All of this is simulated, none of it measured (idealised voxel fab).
Module name: voxel lift off (process module)
Each square cell in cross-section cut measures 5 nm, and the section as a whole is 285 nm wide.
If you're reading a cross-section in this doc, picture square cells in a grid; it comes to you as bands, top ones listed first down to the bottom, and a band can be one or more rows of cells.
Quick guide to a band line: top height, bottom height (nm) up front; then every material left to right with its width in nm. Only one material and it's marked "full width"? Then it fills the band edge to edge. And "blank" just means empty space.
It should be noted that heights are counted from 0, beneath which the wafer as supplied is of one material throughout, and that the lowest band possesses no lower boundary but continues downward, as written in "0 down".
The width entry "30->40" should be interpreted row by row: the top row of cells in the band takes the first number, the bottom row takes the second number, and the change between adjacent rows is uniform throughout.
"everything unchanged", as given for a step, is the statement that not any cell of the cross-section underwent a change during that step.
Any empty space of 8 cells or more lacking an open way to the top shows up in "Unvented cavities" as width x height at distance, distance from the left edge, in nm.
Whatever follows a step's settings on its line is a remark the simulator itself makes about that step.
On any step carrying a mask, the "overlay nm" setting, if present on the step's line, tells how far right of its planned place the mask lay; negative values point to the left.
## Process steps foreseen in the plan
- 1: RECEIVE | material Si
- 2: CONFORMAL_DEP | material Al2O3 | thk nm 15
- 3: PATTERN | tone open | mask id LINES | material resist | width nm 25 | pitch nm 40 | thk nm 20 | overlay nm 0
- 4: DIRECTIONAL_DEP | material Ru | thk nm 5
- 5: STRIP | etch materials resist
- 6: CONFORMAL_DEP | material SiO2 | thk nm 10
## Cross-sectional view of the wafer in its as-received condition, corresponding to the state after step 1
* 0 down | Si full width
* Unvented cavities: none
## End-of-module XS, first of two wafers, run as planned
* 30 to 25 | blank: 100 | SiO2: 85 | blank: 100
* 25 to 20 | SiO2 full width
* 20 to 15 | SiO2: 110 | Ru: 25 | SiO2: 15 | Ru: 25 | SiO2: 110
* 15 to 0 | Al2O3 full width
* 0 down | Si full width
* Unvented cavities: none
## Same start, same plan as the first wafer - but one mistake in the run. Cross-section of the second of the two at the end of the module
* 35 to 30 | blank: 95 | SiO2: 95 | blank: 95
* 30 to 20 | SiO2 full width
* 20 to 15 | SiO2: 110 | Ru: 25 | SiO2: 15 | Ru: 25 | SiO2: 110
* 15 to 0 | Al2O3 full width
* 0 down | Si full width
* Unvented cavities: none
Finding, execution versus plan: not per plan at step 6, really ran CONFORMAL_DEP | material SiO2 | thk nm 15
Counted in cells at the end, the second wafer holds more or fewer of these materials than the first: SiO2 +59
